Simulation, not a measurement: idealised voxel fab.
The document below concerns the process module designated voxel transistor to metal.
We display cut, a cross-section 185 nm in width whose square cells are each 5 nm.
Cross-section, as written here: a square-cell grid given band by band from the top down, where a band holds one or more rows of cells.
In this notation a band is specified by the heights of its top and bottom, in that order and in nm, after which its materials appear from left to right, each paired with its width in nm. The word "edge to edge" attached to a single material means that material fills the band from edge to edge; the word "blank" stands for empty space.
Counting heights begins at 0, where everything beneath is, in the wafer as received, one material. The lowest band has no bottom; it goes on downwards, as "from 0 down" shows.
So if you see something like "30 to 40" for the width, read it as the top row of the band sitting at the first number and the bottom row at the second, with every row in between moving by the same amount as the last.
"same as before" (step): cross-section cells unchanged, all of them.
In the "Closed void register" entry, you get each enclosed empty space of 8 cells or more, one with no open way to the top, written width x height at distance, distance from the left edge, in nm.
Formally, on a step line, whatever follows the settings is a remark that the simulator itself makes on the step.
"overlay nm", when on a step's line for a step with a mask, measures how far to the right of its planned place the mask lay; a negative measure means to the left.
For the reader: what remains of this document is a series of pairs, each showing a cross-section before one process step and a cross-section after that step which reaches down only to the lowest band that changed, with the step between them and its settings set out under the pair. It should not be assumed that a pair continues from the pair above it; the pairs can come from different runs of this module on the same starting wafer, and such continuity exists only where the entry headed "Pre-step cross-section" says so.

# Pre-step cross-section
    from 40 to 25 = blank 85 nm; SiCN 15 nm; blank 85 nm
    from 25 to 0 = blank 85 nm; polySi 15 nm; blank 85 nm
    from 0 to -5 = SiO2 35 nm; blank 10 nm; SiO2 95 nm; blank 10 nm; SiO2 35 nm
    from -5 to -10 = SiO2 50 nm; Si 85 nm; SiO2 50 nm
    from -10 to -25 = SiO2 45 nm; Si 95 nm; SiO2 45 nm
    from -25 down = Si edge to edge
    Closed void register: none

# Sectional View, Post-Process
    from 45 to 40 = blank 80 nm; SiO2 25 nm; blank 80 nm
    from 40 to 25 = blank 80 nm; SiO2 5 nm; SiCN 15 nm; SiO2 5 nm; blank 80 nm
    from 25 to 5 = blank 80 nm; SiO2 5 nm; polySi 15 nm; SiO2 5 nm; blank 80 nm
    from 5 to 0 = SiO2 85 nm; polySi 15 nm; SiO2 85 nm
    from 0 to -5 = SiO2 edge to edge
    Note: structure below -5 unchanged.
    Closed void register: none
Step that separates the before view from the after view above: op CONFORMAL_DEP | material SiO2 | thk nm 5

Pre-step cross-section: taken from the pair above, after panel.

# Sectional View, Post-Process
    from 40 to 25 = blank 80 nm; SiO2 5 nm; SiCN 15 nm; SiO2 5 nm; blank 80 nm
    from 25 to 0 = blank 80 nm; SiO2 5 nm; polySi 15 nm; SiO2 5 nm; blank 80 nm
    Note: structure below 0 unchanged.
    Closed void register: none
Step that separates the before view from the after view above: op DIRECTIONAL_ETCH | etch materials SiO2 | depth nm 5

Pre-step cross-section: taken from the pair above, after panel.

# Sectional View, Post-Process
    from 45 to 40 = blank 75 nm; SiN 35 nm; blank 75 nm
    from 40 to 25 = blank 75 nm; SiN 5 nm; SiO2 5 nm; SiCN 15 nm; SiO2 5 nm; SiN 5 nm; blank 75 nm
    from 25 to 5 = blank 75 nm; SiN 5 nm; SiO2 5 nm; polySi 15 nm; SiO2 5 nm; SiN 5 nm; blank 75 nm
    from 5 to 0 = SiN 80 nm; SiO2 5 nm; polySi 15 nm; SiO2 5 nm; SiN 80 nm
    Note: structure below 0 unchanged.
    Closed void register: none
Step that separates the before view from the after view above: op CONFORMAL_DEP | material SiN | thk nm 5

Pre-step cross-section: taken from the pair above, after panel.

# Sectional View, Post-Process
    from 40 to 25 = blank 75 nm; SiN 5 nm; SiO2 5 nm; SiCN 15 nm; SiO2 5 nm; SiN 5 nm; blank 75 nm
    from 25 to 0 = blank 75 nm; SiN 5 nm; SiO2 5 nm; polySi 15 nm; SiO2 5 nm; SiN 5 nm; blank 75 nm
    Note: structure below 0 unchanged.
    Closed void register: none
Step that separates the before view from the after view above: op DIRECTIONAL_ETCH | etch materials SiN | depth nm 5

Pre-step cross-section: taken from the pair above, after panel.

# Sectional View, Post-Process
    from 40 to 35 = blank 75 nm; SiN 5 nm; blank 5 nm; SiCN 15 nm; blank 5 nm; SiN 5 nm; blank 75 nm
    from 35 to 25 = blank 75 nm; SiN 5 nm; SiO2 5 nm; SiCN 15 nm; SiO2 5 nm; SiN 5 nm; blank 75 nm
    from 25 to 0 = blank 75 nm; SiN 5 nm; SiO2 5 nm; polySi 15 nm; SiO2 5 nm; SiN 5 nm; blank 75 nm
    from 0 to -5 = blank 75 nm; SiO2 35 nm; blank 75 nm
    Note: structure below -5 unchanged.
    Closed void register: none
Step that separates the before view from the after view above: op DIRECTIONAL_ETCH | etch materials SiO2 | depth nm 5

Pre-step cross-section: taken from the pair above, after panel.

# Sectional View, Post-Process
    from 40 to 35 = blank 75 nm; SiN 5 nm; blank 5 nm; SiCN 15 nm; blank 5 nm; SiN 5 nm; blank 75 nm
    from 35 to 25 = blank 75 nm; SiN 5 nm; SiO2 5 nm; SiCN 15 nm; SiO2 5 nm; SiN 5 nm; blank 75 nm
    from 25 to 0 = blank 75 nm; SiN 5 nm; SiO2 5 nm; polySi 15 nm; SiO2 5 nm; SiN 5 nm; blank 75 nm
    from 0 to -5 = blank 75 nm; SiO2 35 nm; blank 75 nm
    from -5 to -10 = SiO2 50 nm; blank 25 nm; Si 35 nm; blank 25 nm; SiO2 50 nm
    Note: structure below -10 unchanged.
    Closed void register: none
Step that separates the before view from the after view above: op DIRECTIONAL_ETCH | etch materials Si | depth nm 5

Pre-step cross-section: taken from the pair above, after panel.

# Sectional View, Post-Process
    from 40 to 35 = blank 75 nm; SiN 5 nm; blank 5 nm; SiCN 15 nm; blank 5 nm; SiN 5 nm; blank 75 nm
    from 35 to 25 = blank 75 nm; SiN 5 nm; SiO2 5 nm; SiCN 15 nm; SiO2 5 nm; SiN 5 nm; blank 75 nm
    from 25 to 5 = blank 75 nm; SiN 5 nm; SiO2 5 nm; polySi 15 nm; SiO2 5 nm; SiN 5 nm; blank 75 nm
    from 5 to 0 = blank 65 nm; pSi 10 nm; SiN 5 nm; SiO2 5 nm; polySi 15 nm; SiO2 5 nm; SiN 5 nm; pSi 10 nm; blank 65 nm
    from 0 to -5 = blank 45 nm; pSi 30 nm; SiO2 35 nm; pSi 30 nm; blank 45 nm
    from -5 to -10 = SiO2 50 nm; pSi 25 nm; Si 35 nm; pSi 25 nm; SiO2 50 nm
    Note: structure below -10 unchanged.
    Closed void register: none
Step that separates the before view from the after view above: op EPI | material pSi | thk nm 10

Pre-step cross-section: taken from the pair above, after panel.

# Sectional View, Post-Process
    from 50 to 40 = SiO2 edge to edge
    from 40 to 25 = SiO2 75 nm; SiN 5 nm; SiO2 5 nm; SiCN 15 nm; SiO2 5 nm; SiN 5 nm; SiO2 75 nm
    from 25 to 5 = SiO2 75 nm; SiN 5 nm; SiO2 5 nm; polySi 15 nm; SiO2 5 nm; SiN 5 nm; SiO2 75 nm
    from 5 to 0 = SiO2 65 nm; pSi 10 nm; SiN 5 nm; SiO2 5 nm; polySi 15 nm; SiO2 5 nm; SiN 5 nm; pSi 10 nm; SiO2 65 nm
    from 0 to -5 = SiO2 45 nm; pSi 30 nm; SiO2 35 nm; pSi 30 nm; SiO2 45 nm
    Note: structure below -5 unchanged.
    Closed void register: none
Step that separates the before view from the after view above: op FILL_DEP | material SiO2 | thk nm 10

Pre-step cross-section: taken from the pair above, after panel.

# Sectional View, Post-Process
    from 40 to 25 = SiO2 75 nm; SiN 5 nm; SiO2 5 nm; SiCN 15 nm; SiO2 5 nm; SiN 5 nm; SiO2 75 nm
    Note: structure below 25 unchanged.
    Closed void register: none
Step that separates the before view from the after view above: op CMP | height nm 40

Pre-step cross-section: taken from the pair above, after panel.

# Sectional View, Post-Process
    from 50 to 40 = SiO2 edge to edge
    Note: structure below 40 unchanged.
    Closed void register: none
Step that separates the before view from the after view above: op DIRECTIONAL_DEP | material SiO2 | thk nm 10

Pre-step cross-section: taken from the pair above, after panel.

# Sectional View, Post-Process
    from 65 to 50 = resist 45 nm; blank 20 nm; resist 55 nm; blank 20 nm; resist 45 nm
    Note: structure below 50 unchanged.
    Closed void register: none
Step that separates the before view from the after view above: op PATTERN | tone open | mask id CONTACT | material resist | width nm 20 | pitch nm 75 | thk nm 15 | overlay nm 0

Pre-step cross-section: taken from the pair above, after panel.

# Sectional View, Post-Process
    from 65 to 50 = resist 45 nm; blank 20 nm; resist 55 nm; blank 20 nm; resist 45 nm
    from 50 to 40 = SiO2 45 nm; blank 20 nm; SiO2 55 nm; blank 20 nm; SiO2 45 nm
    from 40 to 25 = SiO2 45 nm; blank 20 nm; SiO2 10 nm; SiN 5 nm; SiO2 5 nm; SiCN 15 nm; SiO2 5 nm; SiN 5 nm; SiO2 10 nm; blank 20 nm; SiO2 45 nm
    from 25 to 5 = SiO2 45 nm; blank 20 nm; SiO2 10 nm; SiN 5 nm; SiO2 5 nm; polySi 15 nm; SiO2 5 nm; SiN 5 nm; SiO2 10 nm; blank 20 nm; SiO2 45 nm
    from 5 to 0 = SiO2 45 nm; blank 20 nm; pSi 10 nm; SiN 5 nm; SiO2 5 nm; polySi 15 nm; SiO2 5 nm; SiN 5 nm; pSi 10 nm; blank 20 nm; SiO2 45 nm
    Note: structure below 0 unchanged.
    Closed void register: none
Step that separates the before view from the after view above: op DIRECTIONAL_ETCH | etch materials SiO2 | depth nm 50

Pre-step cross-section: taken from the pair above, after panel.

# Sectional View, Post-Process
    from 50 to 40 = SiO2 45 nm; blank 20 nm; SiO2 55 nm; blank 20 nm; SiO2 45 nm
    Note: structure below 40 unchanged.
    Closed void register: none
Step that separates the before view from the after view above: op STRIP | etch materials resist

Pre-step cross-section: taken from the pair above, after panel.

# Sectional View, Post-Process
    from 55 to 50 = TiN 50 nm; blank 10 nm; TiN 65 nm; blank 10 nm; TiN 50 nm
    from 50 to 40 = SiO2 45 nm; TiN 5 nm; blank 10 nm; TiN 5 nm; SiO2 55 nm; TiN 5 nm; blank 10 nm; TiN 5 nm; SiO2 45 nm
    from 40 to 25 = SiO2 45 nm; TiN 5 nm; blank 10 nm; TiN 5 nm; SiO2 10 nm; SiN 5 nm; SiO2 5 nm; SiCN 15 nm; SiO2 5 nm; SiN 5 nm; SiO2 10 nm; TiN 5 nm; blank 10 nm; TiN 5 nm; SiO2 45 nm
    from 25 to 5 = SiO2 45 nm; TiN 5 nm; blank 10 nm; TiN 5 nm; SiO2 10 nm; SiN 5 nm; SiO2 5 nm; polySi 15 nm; SiO2 5 nm; SiN 5 nm; SiO2 10 nm; TiN 5 nm; blank 10 nm; TiN 5 nm; SiO2 45 nm
    from 5 to 0 = SiO2 45 nm; TiN 20 nm; pSi 10 nm; SiN 5 nm; SiO2 5 nm; polySi 15 nm; SiO2 5 nm; SiN 5 nm; pSi 10 nm; TiN 20 nm; SiO2 45 nm
    Note: structure below 0 unchanged.
    Closed void register: none
Step that separates the before view from the after view above: op CONFORMAL_DEP | material TiN | thk nm 5

Pre-step cross-section: taken from the pair above, after panel.

# Sectional View, Post-Process
    from 65 to 55 = W edge to edge
    from 55 to 50 = TiN 50 nm; W 10 nm; TiN 65 nm; W 10 nm; TiN 50 nm
    from 50 to 40 = SiO2 45 nm; TiN 5 nm; W 10 nm; TiN 5 nm; SiO2 55 nm; TiN 5 nm; W 10 nm; TiN 5 nm; SiO2 45 nm
    from 40 to 25 = SiO2 45 nm; TiN 5 nm; W 10 nm; TiN 5 nm; SiO2 10 nm; SiN 5 nm; SiO2 5 nm; SiCN 15 nm; SiO2 5 nm; SiN 5 nm; SiO2 10 nm; TiN 5 nm; W 10 nm; TiN 5 nm; SiO2 45 nm
    from 25 to 5 = SiO2 45 nm; TiN 5 nm; W 10 nm; TiN 5 nm; SiO2 10 nm; SiN 5 nm; SiO2 5 nm; polySi 15 nm; SiO2 5 nm; SiN 5 nm; SiO2 10 nm; TiN 5 nm; W 10 nm; TiN 5 nm; SiO2 45 nm
    Note: structure below 5 unchanged.
    Closed void register: none
Step that separates the before view from the after view above: op FILL_DEP | material W | thk nm 10

Pre-step cross-section: taken from the pair above, after panel.

# Sectional View, Post-Process
    from 50 to 40 = SiO2 45 nm; TiN 5 nm; W 10 nm; TiN 5 nm; SiO2 55 nm; TiN 5 nm; W 10 nm; TiN 5 nm; SiO2 45 nm
    Note: structure below 40 unchanged.
    Closed void register: none
Step that separates the before view from the after view above: op CMP | height nm 50

Pre-step cross-section: taken from the pair above, after panel.

# Sectional View, Post-Process
    from 55 to 50 = TiN edge to edge
    Note: structure below 50 unchanged.
    Closed void register: none
Step that separates the before view from the after view above: op DIRECTIONAL_DEP | material TiN | thk nm 5

Pre-step cross-section: taken from the pair above, after panel.

# Sectional View, Post-Process
    from 80 to 55 = Ru edge to edge
    Note: structure below 55 unchanged.
    Closed void register: none
Step that separates the before view from the after view above: op DIRECTIONAL_DEP | material Ru | thk nm 25

Pre-step cross-section: taken from the pair above, after panel.

# Sectional View, Post-Process
    from 90 to 80 = aC edge to edge
    Note: structure below 80 unchanged.
    Closed void register: none
Step that separates the before view from the after view above: op DIRECTIONAL_DEP | material aC | thk nm 10

Pre-step cross-section: taken from the pair above, after panel.

# Sectional View, Post-Process
    from 120 to 90 = blank 45 nm; resist 20 nm; blank 55 nm; resist 20 nm; blank 45 nm
    Note: structure below 90 unchanged.
    Closed void register: none
Step that separates the before view from the after view above: op PATTERN | tone cover | mask id METAL_1 | material resist | width nm 20 | pitch nm 75 | thk nm 30 | overlay nm 0

Pre-step cross-section: taken from the pair above, after panel.

# Sectional View, Post-Process
    from 110 to 90 = blank 45 nm; resist 20 nm; blank 55 nm; resist 20 nm; blank 45 nm
    from 90 to 80 = blank 45 nm; aC 20 nm; blank 55 nm; aC 20 nm; blank 45 nm
    Note: structure below 80 unchanged.
    Closed void register: none
Step that separates the before view from the after view above: op DIRECTIONAL_ETCH | etch materials aC | depth nm 10

Pre-step cross-section: taken from the pair above, after panel.

# Sectional View, Post-Process
    from 90 to 80 = blank 45 nm; aC 20 nm; blank 55 nm; aC 20 nm; blank 45 nm
    Note: structure below 80 unchanged.
    Closed void register: none
Step that separates the before view from the after view above: op STRIP | etch materials resist

Pre-step cross-section: taken from the pair above, after panel.

# Sectional View, Post-Process
    from 90 to 80 = blank 45 nm; aC 20 nm; blank 55 nm; aC 20 nm; blank 45 nm
    from 80 to 55 = blank 45 nm; Ru 20 nm; blank 55 nm; Ru 20 nm; blank 45 nm
    Note: structure below 55 unchanged.
    Closed void register: none
Step that separates the before view from the after view above: op DIRECTIONAL_ETCH | etch materials Ru | depth nm 25

Pre-step cross-section: taken from the pair above, after panel.

# Sectional View, Post-Process
    from 90 to 80 = blank 45 nm; aC 20 nm; blank 55 nm; aC 20 nm; blank 45 nm
    from 80 to 55 = blank 45 nm; Ru 20 nm; blank 55 nm; Ru 20 nm; blank 45 nm
    from 55 to 50 = blank 45 nm; TiN 20 nm; blank 55 nm; TiN 20 nm; blank 45 nm
    Note: structure below 50 unchanged.
    Closed void register: none
Step that separates the before view from the after view above: op DIRECTIONAL_ETCH | etch materials TiN | depth nm 5

Pre-step cross-section: taken from the pair above, after panel.

# Sectional View, Post-Process
    from 80 to 55 = blank 45 nm; Ru 20 nm; blank 55 nm; Ru 20 nm; blank 45 nm
    Note: structure below 55 unchanged.
    Closed void register: none
Step that separates the before view from the after view above: op STRIP | etch materials aC

Pre-step cross-section: taken from the pair above, after panel.

# Sectional View, Post-Process
    from 85 to 80 = blank 40 nm; SiN 30 nm; blank 45 nm; SiN 30 nm; blank 40 nm
    from 80 to 55 = blank 40 nm; SiN 5 nm; Ru 20 nm; SiN 5 nm; blank 45 nm; SiN 5 nm; Ru 20 nm; SiN 5 nm; blank 40 nm
    from 55 to 50 = SiN 45 nm; TiN 20 nm; SiN 55 nm; TiN 20 nm; SiN 45 nm
    Note: structure below 50 unchanged.
    Closed void register: none
Step that separates the before view from the after view above: op CONFORMAL_DEP | material SiN | thk nm 5

Pre-step cross-section: taken from the pair above, after panel.

# Sectional View, Post-Process
    from 90 to 85 = lowk edge to edge
    from 85 to 80 = lowk 40 nm; SiN 30 nm; lowk 45 nm; SiN 30 nm; lowk 40 nm
    from 80 to 55 = lowk 40 nm; SiN 5 nm; Ru 20 nm; SiN 5 nm; lowk 45 nm; SiN 5 nm; Ru 20 nm; SiN 5 nm; lowk 40 nm
    Note: structure below 55 unchanged.
    Closed void register: none
Step that separates the before view from the after view above: op FILL_DEP | material lowk | thk nm 5

Pre-step cross-section: taken from the pair above, after panel.

# Sectional View, Post-Process
    from 80 to 55 = lowk 40 nm; SiN 5 nm; Ru 20 nm; SiN 5 nm; lowk 45 nm; SiN 5 nm; Ru 20 nm; SiN 5 nm; lowk 40 nm
    Note: structure below 55 unchanged.
    Closed void register: none
Step that separates the before view from the after view above: op CMP | height nm 80

Pre-step cross-section: taken from the pair above, after panel.

# Sectional View, Post-Process
    from 85 to 80 = SiCN edge to edge
    Note: structure below 80 unchanged.
    Closed void register: none
Step that separates the before view from the after view above: op CONFORMAL_DEP | material SiCN | thk nm 5

# Pre-step cross-section
    from 40 to 25 = SiCN edge to edge
    from 25 to 0 = polySi edge to edge
    from 0 to -5 = SiO2 edge to edge
    from -5 to -25 = SiO2 45 nm; Si 95 nm; SiO2 45 nm
    from -25 down = Si edge to edge
    Closed void register: none

# Sectional View, Post-Process
    from 55 to 25 = SiCN edge to edge
    Note: structure below 25 unchanged.
    Closed void register: none
Step that separates the before view from the after view above: op DIRECTIONAL_DEP | material SiCN | thk nm 15

Pre-step cross-section: taken from the pair above, after panel.

# Sectional View, Post-Process
    from 65 to 55 = aC edge to edge
    Note: structure below 55 unchanged.
    Closed void register: none
Step that separates the before view from the after view above: op DIRECTIONAL_DEP | material aC | thk nm 10

Pre-step cross-section: taken from the pair above, after panel.

# Sectional View, Post-Process
    from 95 to 65 = blank 85 nm; resist 15 nm; blank 85 nm
    Note: structure below 65 unchanged.
    Closed void register: none
Step that separates the before view from the after view above: op PATTERN | tone cover | mask id GATE | material resist | width nm 15 | thk nm 30 | overlay nm 0

Pre-step cross-section: taken from the pair above, after panel.

# Sectional View, Post-Process
    from 85 to 65 = blank 85 nm; resist 15 nm; blank 85 nm
    from 65 to 55 = blank 85 nm; aC 15 nm; blank 85 nm
    Note: structure below 55 unchanged.
    Closed void register: none
Step that separates the before view from the after view above: op DIRECTIONAL_ETCH | etch materials aC | depth nm 10

Pre-step cross-section: taken from the pair above, after panel.

# Sectional View, Post-Process
    from 65 to 55 = blank 85 nm; aC 15 nm; blank 85 nm
    Note: structure below 55 unchanged.
    Closed void register: none
Step that separates the before view from the after view above: op STRIP | etch materials resist

Pre-step cross-section: taken from the pair above, after panel.

# Sectional View, Post-Process
    from 65 to 55 = blank 85 nm; aC 15 nm; blank 85 nm
    from 55 to 30 = blank 85 nm; SiCN 15 nm; blank 85 nm
    Note: structure below 30 unchanged.
    Closed void register: none
Step that separates the before view from the after view above: op DIRECTIONAL_ETCH | etch materials SiCN | depth nm 25

Pre-step cross-section: taken from the pair above, after panel.

# Sectional View, Post-Process
    from 55 to 30 = blank 85 nm; SiCN 15 nm; blank 85 nm
    Note: structure below 30 unchanged.
    Closed void register: none
Step that separates the before view from the after view above: op STRIP | etch materials aC

Pre-step cross-section: taken from the pair above, after panel.

# Sectional View, Post-Process
    from 60 to 55 = blank 80 nm; SiO2 25 nm; blank 80 nm
    from 55 to 35 = blank 80 nm; SiO2 5 nm; SiCN 15 nm; SiO2 5 nm; blank 80 nm
    from 35 to 30 = SiO2 85 nm; SiCN 15 nm; SiO2 85 nm
    Note: structure below 30 unchanged.
    Closed void register: none
Step that separates the before view from the after view above: op CONFORMAL_DEP | material SiO2 | thk nm 5

Pre-step cross-section: taken from the pair above, after panel.

# Sectional View, Post-Process
    from 55 to 30 = blank 80 nm; SiO2 5 nm; SiCN 15 nm; SiO2 5 nm; blank 80 nm
    Note: structure below 30 unchanged.
    Closed void register: none
Step that separates the before view from the after view above: op DIRECTIONAL_ETCH | etch materials SiO2 | depth nm 5

Pre-step cross-section: taken from the pair above, after panel.

# Sectional View, Post-Process
    from 60 to 55 = blank 75 nm; SiN 35 nm; blank 75 nm
    from 55 to 35 = blank 75 nm; SiN 5 nm; SiO2 5 nm; SiCN 15 nm; SiO2 5 nm; SiN 5 nm; blank 75 nm
    from 35 to 30 = SiN 80 nm; SiO2 5 nm; SiCN 15 nm; SiO2 5 nm; SiN 80 nm
    Note: structure below 30 unchanged.
    Closed void register: none
Step that separates the before view from the after view above: op CONFORMAL_DEP | material SiN | thk nm 5

Pre-step cross-section: taken from the pair above, after panel.

# Sectional View, Post-Process
    from 55 to 30 = blank 75 nm; SiN 5 nm; SiO2 5 nm; SiCN 15 nm; SiO2 5 nm; SiN 5 nm; blank 75 nm
    Note: structure below 30 unchanged.
    Closed void register: none
Step that separates the before view from the after view above: op DIRECTIONAL_ETCH | etch materials SiN | depth nm 5

Pre-step cross-section: taken from the pair above, after panel.

# Sectional View, Post-Process
    from 55 to 50 = blank 75 nm; SiN 5 nm; blank 5 nm; SiCN 15 nm; blank 5 nm; SiN 5 nm; blank 75 nm
    Note: structure below 50 unchanged.
    Closed void register: none
Step that separates the before view from the after view above: op DIRECTIONAL_ETCH | etch materials SiO2 | depth nm 5

Pre-step cross-section: taken from the pair above, after panel.

# Sectional View, Post-Process
    from 65 to 55 = SiO2 edge to edge
    from 55 to 30 = SiO2 75 nm; SiN 5 nm; SiO2 5 nm; SiCN 15 nm; SiO2 5 nm; SiN 5 nm; SiO2 75 nm
    Note: structure below 30 unchanged.
    Closed void register: none
Step that separates the before view from the after view above: op FILL_DEP | material SiO2 | thk nm 10

Pre-step cross-section: taken from the pair above, after panel.

# Sectional View, Post-Process
    from 40 to 30 = SiO2 75 nm; SiN 5 nm; SiO2 5 nm; SiCN 15 nm; SiO2 5 nm; SiN 5 nm; SiO2 75 nm
    Note: structure below 30 unchanged.
    Closed void register: none
Step that separates the before view from the after view above: op CMP | height nm 40

Pre-step cross-section: taken from the pair above, after panel.

# Sectional View, Post-Process
    from 50 to 40 = SiO2 edge to edge
    Note: structure below 40 unchanged.
    Closed void register: none
Step that separates the before view from the after view above: op DIRECTIONAL_DEP | material SiO2 | thk nm 10

Pre-step cross-section: taken from the pair above, after panel.

# Sectional View, Post-Process
    from 65 to 50 = resist 45 nm; blank 20 nm; resist 55 nm; blank 20 nm; resist 45 nm
    Note: structure below 50 unchanged.
    Closed void register: none
Step that separates the before view from the after view above: op PATTERN | tone open | mask id CONTACT | material resist | width nm 20 | pitch nm 75 | thk nm 15 | overlay nm 0

Pre-step cross-section: taken from the pair above, after panel.

# Sectional View, Post-Process
    from 65 to 50 = resist 45 nm; blank 20 nm; resist 55 nm; blank 20 nm; resist 45 nm
    from 50 to 40 = SiO2 45 nm; blank 20 nm; SiO2 55 nm; blank 20 nm; SiO2 45 nm
    from 40 to 30 = SiO2 45 nm; blank 20 nm; SiO2 10 nm; SiN 5 nm; SiO2 5 nm; SiCN 15 nm; SiO2 5 nm; SiN 5 nm; SiO2 10 nm; blank 20 nm; SiO2 45 nm
    Note: structure below 30 unchanged.
    Closed void register: none
Step that separates the before view from the after view above: op DIRECTIONAL_ETCH | etch materials SiO2 | depth nm 50

Pre-step cross-section: taken from the pair above, after panel.

# Sectional View, Post-Process
    from 50 to 40 = SiO2 45 nm; blank 20 nm; SiO2 55 nm; blank 20 nm; SiO2 45 nm
    Note: structure below 40 unchanged.
    Closed void register: none
Step that separates the before view from the after view above: op STRIP | etch materials resist

Pre-step cross-section: taken from the pair above, after panel.

# Sectional View, Post-Process
    from 55 to 50 = TiN 50 nm; blank 10 nm; TiN 65 nm; blank 10 nm; TiN 50 nm
    from 50 to 40 = SiO2 45 nm; TiN 5 nm; blank 10 nm; TiN 5 nm; SiO2 55 nm; TiN 5 nm; blank 10 nm; TiN 5 nm; SiO2 45 nm
    from 40 to 35 = SiO2 45 nm; TiN 5 nm; blank 10 nm; TiN 5 nm; SiO2 10 nm; SiN 5 nm; SiO2 5 nm; SiCN 15 nm; SiO2 5 nm; SiN 5 nm; SiO2 10 nm; TiN 5 nm; blank 10 nm; TiN 5 nm; SiO2 45 nm
    from 35 to 30 = SiO2 45 nm; TiN 20 nm; SiO2 10 nm; SiN 5 nm; SiO2 5 nm; SiCN 15 nm; SiO2 5 nm; SiN 5 nm; SiO2 10 nm; TiN 20 nm; SiO2 45 nm
    Note: structure below 30 unchanged.
    Closed void register: none
Step that separates the before view from the after view above: op CONFORMAL_DEP | material TiN | thk nm 5

Pre-step cross-section: taken from the pair above, after panel.

# Sectional View, Post-Process
    from 65 to 55 = W edge to edge
    from 55 to 50 = TiN 50 nm; W 10 nm; TiN 65 nm; W 10 nm; TiN 50 nm
    from 50 to 40 = SiO2 45 nm; TiN 5 nm; W 10 nm; TiN 5 nm; SiO2 55 nm; TiN 5 nm; W 10 nm; TiN 5 nm; SiO2 45 nm
    from 40 to 35 = SiO2 45 nm; TiN 5 nm; W 10 nm; TiN 5 nm; SiO2 10 nm; SiN 5 nm; SiO2 5 nm; SiCN 15 nm; SiO2 5 nm; SiN 5 nm; SiO2 10 nm; TiN 5 nm; W 10 nm; TiN 5 nm; SiO2 45 nm
    Note: structure below 35 unchanged.
    Closed void register: none
Step that separates the before view from the after view above: op FILL_DEP | material W | thk nm 10

Pre-step cross-section: taken from the pair above, after panel.

# Sectional View, Post-Process
    from 50 to 40 = SiO2 45 nm; TiN 5 nm; W 10 nm; TiN 5 nm; SiO2 55 nm; TiN 5 nm; W 10 nm; TiN 5 nm; SiO2 45 nm
    Note: structure below 40 unchanged.
    Closed void register: none
Step that separates the before view from the after view above: op CMP | height nm 50

Pre-step cross-section: taken from the pair above, after panel.

# Sectional View, Post-Process
    from 55 to 50 = TiN edge to edge
    Note: structure below 50 unchanged.
    Closed void register: none
Step that separates the before view from the after view above: op DIRECTIONAL_DEP | material TiN | thk nm 5

Pre-step cross-section: taken from the pair above, after panel.

# Sectional View, Post-Process
    from 80 to 55 = Ru edge to edge
    Note: structure below 55 unchanged.
    Closed void register: none
Step that separates the before view from the after view above: op DIRECTIONAL_DEP | material Ru | thk nm 25

Pre-step cross-section: taken from the pair above, after panel.

# Sectional View, Post-Process
    from 90 to 80 = aC edge to edge
    Note: structure below 80 unchanged.
    Closed void register: none
Step that separates the before view from the after view above: op DIRECTIONAL_DEP | material aC | thk nm 10

Pre-step cross-section: taken from the pair above, after panel.

# Sectional View, Post-Process
    from 120 to 90 = blank 45 nm; resist 20 nm; blank 55 nm; resist 20 nm; blank 45 nm
    Note: structure below 90 unchanged.
    Closed void register: none
Step that separates the before view from the after view above: op PATTERN | tone cover | mask id METAL_1 | material resist | width nm 20 | pitch nm 75 | thk nm 30 | overlay nm 0

Pre-step cross-section: taken from the pair above, after panel.

# Sectional View, Post-Process
    from 110 to 90 = blank 45 nm; resist 20 nm; blank 55 nm; resist 20 nm; blank 45 nm
    from 90 to 80 = blank 45 nm; aC 20 nm; blank 55 nm; aC 20 nm; blank 45 nm
    Note: structure below 80 unchanged.
    Closed void register: none
Step that separates the before view from the after view above: op DIRECTIONAL_ETCH | etch materials aC | depth nm 10

Pre-step cross-section: taken from the pair above, after panel.

# Sectional View, Post-Process
    from 90 to 80 = blank 45 nm; aC 20 nm; blank 55 nm; aC 20 nm; blank 45 nm
    Note: structure below 80 unchanged.
    Closed void register: none
Step that separates the before view from the after view above: op STRIP | etch materials resist

Pre-step cross-section: taken from the pair above, after panel.

# Sectional View, Post-Process
    from 90 to 80 = blank 45 nm; aC 20 nm; blank 55 nm; aC 20 nm; blank 45 nm
    from 80 to 55 = blank 45 nm; Ru 20 nm; blank 55 nm; Ru 20 nm; blank 45 nm
    Note: structure below 55 unchanged.
    Closed void register: none
Step that separates the before view from the after view above: op DIRECTIONAL_ETCH | etch materials Ru | depth nm 25

Pre-step cross-section: taken from the pair above, after panel.

# Sectional View, Post-Process
    from 90 to 80 = blank 45 nm; aC 20 nm; blank 55 nm; aC 20 nm; blank 45 nm
    from 80 to 55 = blank 45 nm; Ru 20 nm; blank 55 nm; Ru 20 nm; blank 45 nm
    from 55 to 50 = blank 45 nm; TiN 20 nm; blank 55 nm; TiN 20 nm; blank 45 nm
    Note: structure below 50 unchanged.
    Closed void register: none
Step that separates the before view from the after view above: op DIRECTIONAL_ETCH | etch materials TiN | depth nm 5

Pre-step cross-section: taken from the pair above, after panel.

# Sectional View, Post-Process
    from 80 to 55 = blank 45 nm; Ru 20 nm; blank 55 nm; Ru 20 nm; blank 45 nm
    Note: structure below 55 unchanged.
    Closed void register: none
Step that separates the before view from the after view above: op STRIP | etch materials aC

Pre-step cross-section: taken from the pair above, after panel.

# Sectional View, Post-Process
    from 85 to 80 = blank 40 nm; SiN 30 nm; blank 45 nm; SiN 30 nm; blank 40 nm
    from 80 to 55 = blank 40 nm; SiN 5 nm; Ru 20 nm; SiN 5 nm; blank 45 nm; SiN 5 nm; Ru 20 nm; SiN 5 nm; blank 40 nm
    from 55 to 50 = SiN 45 nm; TiN 20 nm; SiN 55 nm; TiN 20 nm; SiN 45 nm
    Note: structure below 50 unchanged.
    Closed void register: none
Step that separates the before view from the after view above: op CONFORMAL_DEP | material SiN | thk nm 5

Pre-step cross-section: taken from the pair above, after panel.

# Sectional View, Post-Process
    from 90 to 85 = lowk edge to edge
    from 85 to 80 = lowk 40 nm; SiN 30 nm; lowk 45 nm; SiN 30 nm; lowk 40 nm
    from 80 to 55 = lowk 40 nm; SiN 5 nm; Ru 20 nm; SiN 5 nm; lowk 45 nm; SiN 5 nm; Ru 20 nm; SiN 5 nm; lowk 40 nm
    Note: structure below 55 unchanged.
    Closed void register: none
Step that separates the before view from the after view above: op FILL_DEP | material lowk | thk nm 5

Pre-step cross-section: taken from the pair above, after panel.

# Sectional View, Post-Process
    from 80 to 55 = lowk 40 nm; SiN 5 nm; Ru 20 nm; SiN 5 nm; lowk 45 nm; SiN 5 nm; Ru 20 nm; SiN 5 nm; lowk 40 nm
    Note: structure below 55 unchanged.
    Closed void register: none
Step that separates the before view from the after view above: op CMP | height nm 80
